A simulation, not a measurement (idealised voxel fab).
process module | voxel tone inversion
cross-section cut | 240 nm wide | cells 5 nm
A cross-section is a grid of square cells, given in bands from the top down. A band is one or more rows of cells.
Each band's line starts with the height of the band's top and of its bottom, in nm. Then come its materials from left to right, each with its width in nm. One material with "throughout" fills the band from edge to edge. "air" is empty space.
Height 0 is the level under which the wafer as received is all one material. The lowest band goes on downwards, as in "0 down".
A width such as "30 to 40" changes by the same amount from each row of cells to the next, from the band's top row to its bottom row.
"no change" after a step means that no cell of the cross-section changed.
closed voids: empty space of 8 cells or more with no open way to the top, each as width x height at its distance from the left edge, in nm
after a step's settings: what the simulator itself notes on the step
overlay nm, on a step with a mask: how far to the right of its planned place the mask lay; to the left if negative
plan
1 op RECEIVE | material Si
2 op CONFORMAL_DEP | material SiN | thk nm 5
3 op DIRECTIONAL_DEP | material aC | thk nm 20
4 op PATTERN | tone cover | mask id POSTS | material resist | width nm 15 | pitch nm 45 | thk nm 30 | overlay nm 0
5 op DIRECTIONAL_ETCH | etch materials aC | depth nm 20
6 op STRIP | etch materials resist
7 op FILL_DEP | material SiO2 | thk nm 5
8 op CMP | height nm 25
9 op STRIP | etch materials aC
10 op CONFORMAL_DEP | material TiN | thk nm 5
11 op FILL_DEP | material Ru | thk nm 5
12 op CMP | height nm 25
13 op CONFORMAL_DEP | material SiN | thk nm 5
as received, after step 1
  0 down: Si throughout
  closed voids: none
a wafer at the end: this start, this plan, one mistake
  30 to 25: SiN throughout
  25 to 10: SiO2 55 | TiN 5 | Ru 5 | TiN 5 | SiO2 30 | TiN 5 | Ru 5 | TiN 5 | SiO2 30 | TiN 5 | Ru 5 | TiN 5 | SiO2 30 | TiN 5 | Ru 5 | TiN 5 | SiO2 35
  10 to 5: SiO2 55 | TiN 15 | SiO2 30 | TiN 15 | SiO2 30 | TiN 15 | SiO2 30 | TiN 15 | SiO2 35
  5 to 0: SiN throughout
  0 down: Si throughout
  closed voids: none
what went wrong: step 4 ran as: op PATTERN | tone cover | mask id POSTS | material resist | width nm 15 | pitch nm 45 | thk nm 30 | overlay nm 10
